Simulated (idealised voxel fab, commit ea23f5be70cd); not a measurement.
process module | voxel released beams
cross-section cut | 295 nm wide | cells 5 nm
A cross-section is a grid of square cells, given in bands from the top down. A band is one or more rows of cells.
Each band's line starts with the height of the band's top and of its bottom, in nm. Then come its materials from left to right, each with its width in nm. One material with "throughout" fills the band from edge to edge. "air" is empty space.
Height 0 is the level under which the wafer as received is all one material. The lowest band goes on downwards, as in "0 down".
A width such as "30 to 40" changes by the same amount from each row of cells to the next, from the band's top row to its bottom row.
"no change" after a step means that no cell of the cross-section changed.
closed voids: empty space of 8 cells or more with no open way to the top, each as width x height at its distance from the left edge, in nm
after a step's settings: what the simulator itself notes on the step
overlay nm, on a step with a mask: how far to the right of its planned place the mask lay; to the left if negative
plan
1 op RECEIVE | material Si
2 op CONFORMAL_DEP | material Al2O3 | thk nm 5
3 op DIRECTIONAL_DEP | material SiO2 | thk nm 15
4 op DIRECTIONAL_DEP | material aC | thk nm 15
5 op PATTERN | tone open | mask id ANCHOR | material resist | width nm 40 | thk nm 35 | overlay nm 0
6 op DIRECTIONAL_ETCH | etch materials aC | depth nm 15
7 op STRIP | etch materials resist
8 op DIRECTIONAL_ETCH | etch materials SiO2 | depth nm 15
9 op STRIP | etch materials aC
10 op CONFORMAL_DEP | material SiN | thk nm 15
11 op DIRECTIONAL_DEP | material aC | thk nm 15
12 op PATTERN | tone cover | mask id BEAM | material resist | width nm 95 | thk nm 30 | overlay nm 0
13 op DIRECTIONAL_ETCH | etch materials aC | depth nm 15
14 op STRIP | etch materials resist
15 op DIRECTIONAL_ETCH | etch materials SiN | depth nm 15
16 op STRIP | etch materials aC
17 op STRIP | etch materials SiO2
as received, after step 1
  0 down: Si throughout
  closed voids: none
first wafer at the end, as planned
  35 to 20: air 95 | SiN 20 | air 10 | SiN 65 | air 105
  20 to 5: air 100 | SiN 40 | air 155
  5 to 0: Al2O3 throughout
  0 down: Si throughout
  closed voids: none
second wafer at the end: like start, like plan, one mistake
  50 to 35: air 95 | SiN 95 | air 105
  35 to 20: SiN throughout
  20 to 5: SiO2 100 | SiN 40 | SiO2 155
  5 to 0: Al2O3 throughout
  0 down: Si throughout
  closed voids: none
what went wrong: step 10 was run twice
at the end the second wafer has, in cells: 183 more of SiN | 153 more of SiO2
